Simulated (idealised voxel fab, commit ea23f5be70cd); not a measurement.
process module | voxel self aligned contacts
The cross-section shown here is cut; it is 180 nm wide and divided into square cells measuring 5 nm on a side.
Bands, listed from the top down, are how a cross-section gets written in this document; the cross-section itself is a grid of square cells, and a band is one or more rows of them. Band: top height; bottom height; in nm. Then, left to right: material with width in nm, for each material. "full width": a single material spanning edge to edge. "empty": empty space. We count height from 0. Below that, the starting wafer is all one material. The lowest band never ends at the bottom but goes on down; see "0..down" for how that is written. So if you see something like "30 to 40" for the width, read it as the top row of the band sitting at the first number and the bottom row at the second, with every row in between moving by the same amount as the last. Where the words "stayed the same" appear for a step, the cross-section shows no cell changed by that step; every cell remained as before. For the entry "Enclosed void inventory", the listed items are empty spaces with no open way to the top whose size is 8 cells or more; each item follows the pattern width x height at distance, where distance is from the left edge and all three are in nm. Heads up: the bit after the settings on a step's line is the simulator's remark on that step. On any step carrying a mask, the "overlay nm" setting, if present on the step's line, tells how far right of its planned place the mask lay; negative values point to the left.

# Steps in the process plan
1) RECEIVE: material Si
2) OXIDIZE: depth nm 5
3) DIRECTIONAL_DEP: material polySi, thk nm 30
4) DIRECTIONAL_DEP: material SiN, thk nm 20
5) MASKED_ETCH: tone cover, mask id GATE, width nm 25, pitch nm 55, etch materials SiN, depth nm 20, overlay nm 0
6) MASKED_ETCH: tone cover, mask id GATE, width nm 25, pitch nm 55, etch materials polySi, depth nm 30, overlay nm 0
7) CONFORMAL_DEP: material SiN, thk nm 5
8) DIRECTIONAL_ETCH: etch materials SiN, depth nm 5
9) FILL_DEP: material SiO2, thk nm 20
10) CMP: height nm 60
11) MASKED_ETCH: tone open, mask id CONTACT, width nm 30, pitch nm 55, etch materials SiO2, depth nm 65, overlay nm 0
12) CONFORMAL_DEP: material TiN, thk nm 5
13) FILL_DEP: material Ru, thk nm 5
14) CMP: height nm 60
15) CONFORMAL_DEP: material SiCN, thk nm 5
The wafers in this document start out alike and differ in the width nm applied at step 11; the plan shows the value used for the first wafer.

# first wafer as received, after step 1
    0..down  Si full width
    Enclosed void inventory: none

# Row per wafer, end-of-module: cell gain (+)/loss (-) by material since the wafer came in, then closed voids
width nm 30 | +52 Ru | -36 Si | +36 SiCN | +120 SiN | +146 SiO2 | +60 TiN | +90 polySi | Enclosed void inventory: none
width nm 35 | +54 Ru | -36 Si | +36 SiCN | +120 SiN | +142 SiO2 | +62 TiN | +90 polySi | Enclosed void inventory: none
width nm 40 | +56 Ru | -36 Si | +36 SiCN | +120 SiN | +138 SiO2 | +64 TiN | +90 polySi | Enclosed void inventory: none
